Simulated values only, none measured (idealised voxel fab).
You're looking at the process module voxel self aligned vias.
FYI the section here is cut, 235 nm wide, cells are 5 nm squares.
In this document a cross-section is written as a grid of square cells. It is given as a series of bands, listed from the top down, and a band is one or more rows of cells.
A band entry consists of two parts. The first gives the height of the band's top and the height of its bottom, in nm. The rest lists the band's materials from left to right, each with its width in nm. A single material labelled with the word "everywhere" fills the band from edge to edge, and the word "air" marks empty space.
Height 0 is the level under which the wafer as received is all one material. The lowest band goes on downwards, as in "0 down".
So if you see something like "30..40" for the width, read it as the top row of the band sitting at the first number and the bottom row at the second, with every row in between moving by the same amount as the last.
"left unchanged" (step): cross-section cells unchanged, all of them.
Basically, "Fully enclosed voids" tells you about the enclosed voids: empty spaces with no open way to the top, 8 cells or bigger, each written width x height at distance, where distance is from the left edge, all in nm.
On a step's line, text after the settings is the simulator commenting on that step.
For masked steps, "overlay nm" on the step line gives how far right of plan the mask actually lay; a minus sign means it lay to the left.

### Process steps - plan
1,RECEIVE [material Si]
2,CONFORMAL_DEP [material SiO2] [thk nm 10]
3,CONFORMAL_DEP [material SiCN] [thk nm 5]
4,DIRECTIONAL_DEP [material lowk] [thk nm 30]
5,DIRECTIONAL_DEP [material aC] [thk nm 10]
6,PATTERN [tone open] [mask id LINES] [material resist] [width nm 20] [pitch nm 45] [thk nm 25] [overlay nm 0]
7,DIRECTIONAL_ETCH [etch materials aC] [depth nm 10]
8,STRIP [etch materials resist]
9,DIRECTIONAL_ETCH [etch materials lowk] [depth nm 30]
10,STRIP [etch materials aC]
11,CONFORMAL_DEP [material TiN] [thk nm 5]
12,FILL_DEP [material W] [thk nm 5]
13,CMP [height nm 45]
14,SELECTIVE_ETCH [etch materials W Ru TiN] [depth nm 10]
15,FILL_DEP [material SiN] [thk nm 10]
16,CMP [height nm 45]
17,DIRECTIONAL_DEP [material lowk] [thk nm 20]
18,MASKED_ETCH [tone open] [mask id VIAS] [width nm 30] [etch materials lowk] [depth nm 20] [overlay nm 0]
19,MASKED_ETCH [tone open] [mask id VIAS] [width nm 30] [etch materials SiN] [depth nm 10] [overlay nm 0]
20,CONFORMAL_DEP [material TiN] [thk nm 5]
21,FILL_DEP [material Cu] [thk nm 5]
22,CMP [height nm 65]
23,CONFORMAL_DEP [material SiCN] [thk nm 5]

### Cross-section: wafer on arrival = after step 1
	0 down  Si everywhere
	Fully enclosed voids: none

### Result of the module, cross-sectioned: start per above, plan per above, one error in how it was run
	70 to 65  SiCN everywhere
	65 to 45  lowk 80  TiN 5  Cu 20  TiN 5  lowk 125
	45 to 40  lowk 80  TiN 5  Cu 20  TiN 5  lowk 20  SiN 20  lowk 85
	40 to 35  lowk 80  TiN 30  lowk 20  SiN 20  lowk 85
	35 to 25  lowk 80  TiN 10  W 10  TiN 10  lowk 20  TiN 5  W 10  TiN 5  lowk 85
	25 to 20  lowk 85  TiN 5  W 10  TiN 5  lowk 25  TiN 5  W 10  TiN 5  lowk 85
	20 to 15  lowk 85  TiN 20  lowk 25  TiN 20  lowk 85
	15 to 10  SiCN everywhere
	10 to 0  SiO2 everywhere
	0 down  Si everywhere
	Fully enclosed voids: none
Which mistake was made when the wafer was run? step 18 of the plan was executed twice over
